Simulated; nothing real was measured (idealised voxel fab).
voxel released beams: a process module
Cross-sectional view cut (width: 285 nm; square cell size: 5 nm).
In what follows, cross-sections appear as grids of square cells, described through bands that run from the top down, where every band is one or more rows of cells.
Quick guide to a band line: top height, bottom height (nm) up front; then every material left to right with its width in nm. Only one material and it's marked "throughout"? Then it fills the band edge to edge. And "air" just means empty space.
Height reference: 0 = level under which incoming wafer is all one material. Lowest band: no bottom, runs on downward, e.g. "0 down".
When a width is written as two numbers, as in "30 to 40", the first number is the width in the top row of cells of the band and the second is the width in its bottom row, and the width changes by the same amount from each row to the next.
A step reported as "no change" is a step in which no cell of the cross-section changed.
Listed in "Voids, fully enclosed": every empty space of 8 or more cells without an open way to the top. Form: width x height at distance, the distance being from the left edge, all in nm.
Post-settings text on a step line: simulator's own remark regarding the step.
Regarding "overlay nm": on a step with a mask, it is the distance the mask lay to the right of its planned place; a negative value places it to the left.

## This section lists the process steps that were planned
1) RECEIVE: material Si
2) CONFORMAL_DEP: material SiN, thk nm 10
3) DIRECTIONAL_DEP: material SiO2, thk nm 10
4) MASKED_ETCH: tone open, mask id ANCHOR, width nm 30, etch materials SiO2, depth nm 10, overlay nm 0
5) CONFORMAL_DEP: material polySi, thk nm 10
6) DIRECTIONAL_DEP: material aC, thk nm 15
7) PATTERN: tone cover, mask id BEAM, material resist, width nm 110, thk nm 30, overlay nm 0
8) DIRECTIONAL_ETCH: etch materials aC, depth nm 15
9) STRIP: etch materials resist
10) DIRECTIONAL_ETCH: etch materials polySi, depth nm 10
11) STRIP: etch materials aC
12) STRIP: etch materials SiO2

## First out of two wafers; run went to plan

## Incoming wafer in cross-section (state: after step 1)
	0 down | Si throughout
	Voids, fully enclosed: none

## The wafer, seen in cross-section, after step 2
	10 to 0 | SiN throughout
	Heights below 0 show no change.

## The wafer, seen in cross-section, after step 3
	20 to 10 | SiO2 throughout
	Heights below 10 show no change.

## The wafer, seen in cross-section, after step 4
	20 to 10 | 90 nm SiO2; 30 nm air; 165 nm SiO2
	Heights below 10 show no change.

## The wafer, seen in cross-section, after step 5
	30 to 20 | 100 nm polySi; 10 nm air; 175 nm polySi
	20 to 10 | 90 nm SiO2; 30 nm polySi; 165 nm SiO2
	Heights below 10 show no change.

## The wafer, seen in cross-section, after step 6
	45 to 35 | 100 nm aC; 10 nm air; 175 nm aC
	35 to 30 | aC throughout
	30 to 20 | 100 nm polySi; 10 nm aC; 175 nm polySi
	Heights below 20 show no change.

## The wafer, seen in cross-section, after step 7
	75 to 45 | 85 nm air; 110 nm resist; 90 nm air
	45 to 35 | 100 nm aC; 10 nm resist; 175 nm aC
	Heights below 35 show no change.

## The wafer, seen in cross-section, after step 8
	60 to 45 | 85 nm air; 110 nm resist; 90 nm air
	45 to 35 | 85 nm air; 15 nm aC; 10 nm resist; 85 nm aC; 90 nm air
	35 to 30 | 85 nm air; 110 nm aC; 90 nm air
	Heights below 30 show no change.

## The wafer, seen in cross-section, after step 9
	45 to 35 | 85 nm air; 15 nm aC; 10 nm air; 85 nm aC; 90 nm air
	Heights below 35 show no change.

## The wafer, seen in cross-section, after step 10
	45 to 35 | 85 nm air; 15 nm aC; 10 nm air; 85 nm aC; 90 nm air
	35 to 30 | 85 nm air; 110 nm aC; 90 nm air
	30 to 20 | 85 nm air; 15 nm polySi; 10 nm aC; 85 nm polySi; 90 nm air
	Heights below 20 show no change.

## The wafer, seen in cross-section, after step 11
	30 to 20 | 85 nm air; 15 nm polySi; 10 nm air; 85 nm polySi; 90 nm air
	Heights below 20 show no change.

## The wafer, seen in cross-section, after step 12
	30 to 20 | 85 nm air; 15 nm polySi; 10 nm air; 85 nm polySi; 90 nm air
	20 to 10 | 90 nm air; 30 nm polySi; 165 nm air
	Heights below 10 show no change.

## Wafer two of the pair: same origin, same plan, one error during the run; identical to wafer one up to and including step 1

## Cross-section of the second wafer corresponding to the planned conclusion of step 2
	10 to 0 | SiO2 throughout
	Heights below 0 show no change.

## Cross-section of the second wafer corresponding to the planned conclusion of step 3
	20 to 10 | SiN throughout
	Heights below 10 show no change.

Cross-section of the second wafer corresponding to the planned conclusion of step 4: no change

## Cross-section of the second wafer corresponding to the planned conclusion of step 5
	30 to 20 | polySi throughout
	Heights below 20 show no change.

## Cross-section of the second wafer corresponding to the planned conclusion of step 6
	45 to 30 | aC throughout
	Heights below 30 show no change.

## Cross-section of the second wafer corresponding to the planned conclusion of step 7
	75 to 45 | 85 nm air; 110 nm resist; 90 nm air
	Heights below 45 show no change.

## Cross-section of the second wafer corresponding to the planned conclusion of step 8
	60 to 45 | 85 nm air; 110 nm resist; 90 nm air
	45 to 30 | 85 nm air; 110 nm aC; 90 nm air
	Heights below 30 show no change.

## Cross-section of the second wafer corresponding to the planned conclusion of step 9
	45 to 30 | 85 nm air; 110 nm aC; 90 nm air
	Heights below 30 show no change.

## Cross-section of the second wafer corresponding to the planned conclusion of step 10
	45 to 30 | 85 nm air; 110 nm aC; 90 nm air
	30 to 20 | 85 nm air; 110 nm polySi; 90 nm air
	Heights below 20 show no change.

## Cross-section of the second wafer corresponding to the planned conclusion of step 11
	30 to 20 | 85 nm air; 110 nm polySi; 90 nm air
	Heights below 20 show no change.

Cross-section of the second wafer corresponding to the planned conclusion of step 12: no change
In executing the process, a mistake was made relative to the plan: ran 2 and 3 in swapped order versus the plan
Final difference in cells, second wafer against first, listed per material as more or fewer: SiO2 +114; polySi -8
